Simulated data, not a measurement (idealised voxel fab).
Title: Process Module voxel self aligned contacts
For reference, the cross-section in this document is cut, with width 145 nm and square cells of 5 nm.
A cross-section in this document is a grid of square cells, and it is written down as bands, the top band listed before the ones below it; a band is made up of one or more rows of cells. The band entry comprises the height of the band's top followed by the height of its bottom, expressed in nm, and subsequently the band's materials from left to right, each stated together with its width in nm. Where a single material is marked with the word "everywhere", that material fills the band from edge to edge. The word "air" represents empty space. Beneath 0, the wafer as received is one material, and that level is where height counting begins. The lowest band goes on downward without a bottom; it is written like "top 0, no bottom". Per-row width for "30->40": begins at first number (top row of band), ends at second number (bottom row), increment between rows held constant. When a step is marked "all unchanged", none of the cells in the cross-section changed during that step. The entry titled "Sealed-off cavities" provides the empty spaces that have no open way to the top, restricted to those of 8 cells or more. Each is presented as width x height at distance, the distance being measured from the left edge, with all three in nm. Read whatever lies past the settings on a step's line as the simulator's own remark about the step. "overlay nm" on a masked step: distance the mask lay right of its planned place, negative for left.
# Below is the list of planned process steps
1) op RECEIVE | material Si
2) op CONFORMAL_DEP | material SiO2 | thk nm 5
3) op DIRECTIONAL_DEP | material polySi | thk nm 20
4) op DIRECTIONAL_DEP | material SiN | thk nm 20
5) op PATTERN | tone cover | mask id GATE | material resist | width nm 35 | pitch nm 70 | thk nm 15 | overlay nm 0
6) op DIRECTIONAL_ETCH | etch materials SiN | depth nm 20
7) op DIRECTIONAL_ETCH | etch materials polySi | depth nm 20
8) op STRIP | etch materials resist
9) op CONFORMAL_DEP | material SiN | thk nm 10
10) op DIRECTIONAL_ETCH | etch materials SiN | depth nm 10
11) op FILL_DEP | material SiO2 | thk nm 15
12) op CMP | height nm 55
13) op DIRECTIONAL_DEP | material aC | thk nm 15
14) op PATTERN | tone open | mask id CONTACT | material resist | width nm 55 | thk nm 30 | overlay nm 0
15) op DIRECTIONAL_ETCH | etch materials aC | depth nm 15
16) op STRIP | etch materials resist
17) op DIRECTIONAL_ETCH | etch materials SiO2 | depth nm 55
18) op STRIP | etch materials aC
19) op CONFORMAL_DEP | material TiN | thk nm 5
20) op FILL_DEP | material W | thk nm 10
21) op CMP | height nm 55
22) op CONFORMAL_DEP | material SiN | thk nm 5
# As received (post step 1): cross-section
* top 0, no bottom  Si everywhere
* Sealed-off cavities: none
# Module complete, cross-section. Starting point and plan per above. One mistake made in running the module
* top 60, bottom 55  SiN everywhere
* top 55, bottom 45  45 nm SiO2, then 5->25 nm TiN, then 45->5 nm W, then 5->25 nm TiN, then 45 nm SiO2
* top 45, bottom 25  10 nm SiO2, then 55 nm SiN, then 5 nm TiN, then 5 nm W, then 5 nm TiN, then 55 nm SiN, then 10 nm SiO2
* top 25, bottom 20  65 nm SiO2, then 15 nm TiN, then 65 nm SiO2
* top 20, bottom 0  polySi everywhere
* top 0, no bottom  Si everywhere
* Sealed-off cavities: none
What went wrong in running the wafer? steps 2 and 3 were swapped
